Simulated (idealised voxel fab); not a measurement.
process module | voxel capacitor over wiring
cross-section cut | 275 nm wide | cells 5 nm
A cross-section is a grid of square cells, given in bands from the top down. A band is one or more rows of cells.
Each band's line starts with the height of the band's top and of its bottom, in nm. Then come its materials from left to right, each with its width in nm. One material with "throughout" fills the band from edge to edge. "air" is empty space.
Height 0 is the level under which the wafer as received is all one material. The lowest band goes on downwards, as in "0 down".
A width such as "30 to 40" changes by the same amount from each row of cells to the next, from the band's top row to its bottom row.
"no change" after a step means that no cell of the cross-section changed.
closed voids: empty space of 8 cells or more with no open way to the top, each as width x height at its distance from the left edge, in nm
after a step's settings: what the simulator itself notes on the step
overlay nm, on a step with a mask: how far to the right of its planned place the mask lay; to the left if negative
plan
1 op RECEIVE | material Si
2 op CONFORMAL_DEP | material SiO2 | thk nm 15
3 op DIRECTIONAL_DEP | material TiN | thk nm 5
4 op DIRECTIONAL_DEP | material Ru | thk nm 25
5 op PATTERN | tone cover | mask id METAL_1 | material resist | width nm 30 | pitch nm 100 | thk nm 20 | overlay nm 0
6 op DIRECTIONAL_ETCH | etch materials Ru | depth nm 25
7 op DIRECTIONAL_ETCH | etch materials TiN | depth nm 5
8 op STRIP | etch materials resist
9 op FILL_DEP | material lowk | thk nm 10
10 op CMP | height nm 45
11 op CONFORMAL_DEP | material SiCN | thk nm 5
12 op DIRECTIONAL_DEP | material SiO2 | thk nm 20
13 op MASKED_ETCH | tone open | mask id PLUG_1 | width nm 15 | etch materials SiO2 | depth nm 20 | overlay nm 0
14 op MASKED_ETCH | tone open | mask id PLUG_1 | width nm 15 | etch materials SiCN | depth nm 5 | overlay nm 0
15 op CONFORMAL_DEP | material TiN | thk nm 5
16 op FILL_DEP | material W | thk nm 10
17 op CMP | height nm 70
18 op DIRECTIONAL_DEP | material TiN | thk nm 5
19 op DIRECTIONAL_DEP | material SiN | thk nm 5
20 op DIRECTIONAL_DEP | material TiN | thk nm 5
21 op PATTERN | tone cover | mask id UPPER_PLATE | material resist | width nm 75 | thk nm 15 | overlay nm 0
22 op DIRECTIONAL_ETCH | etch materials TiN | depth nm 5
23 op DIRECTIONAL_ETCH | etch materials SiN | depth nm 5
24 op STRIP | etch materials resist
25 op MASKED_ETCH | tone cover | mask id LOWER_PLATE | width nm 85 | etch materials TiN | depth nm 5 | overlay nm 0
26 op FILL_DEP | material SiO2 | thk nm 20
27 op CMP | height nm 100
28 op DIRECTIONAL_DEP | material aC | thk nm 15
29 op PATTERN | tone open | mask id PLUG_2 | material resist | width nm 15 | thk nm 35 | overlay nm 0
30 op DIRECTIONAL_ETCH | etch materials aC | depth nm 15
31 op STRIP | etch materials resist
32 op DIRECTIONAL_ETCH | etch materials SiO2 | depth nm 15
33 op STRIP | etch materials aC
34 op CONFORMAL_DEP | material TiN | thk nm 5
35 op FILL_DEP | material W | thk nm 10
36 op CMP | height nm 100
37 op CONFORMAL_DEP | material SiN | thk nm 5
as received, after step 1
  0 down: Si throughout
  closed voids: none
a wafer at the end: this start, this plan, one mistake
  105 to 100: SiN throughout
  100 to 90: SiO2 95 | TiN 5 | W 5 | TiN 5 | SiO2 165
  90 to 80: SiO2 95 to 85 | TiN 15 to 75 | SiO2 165 to 115
  80 to 75: SiO2 80 | TiN 85 | SiO2 110
  75 to 70: SiN throughout
  70 to 50: SiO2 85 | TiN 5 | W 5 | TiN 5 | SiO2 175
  50 to 45: SiCN 85 | TiN 15 | SiCN 175
  45 to 20: lowk 70 | Ru 30 | lowk 70 | Ru 30 | lowk 75
  20 to 15: lowk 70 | TiN 30 | lowk 70 | TiN 30 | lowk 75
  15 to 0: SiO2 throughout
  0 down: Si throughout
  closed voids: none
what went wrong: steps 18 and 19 were swapped
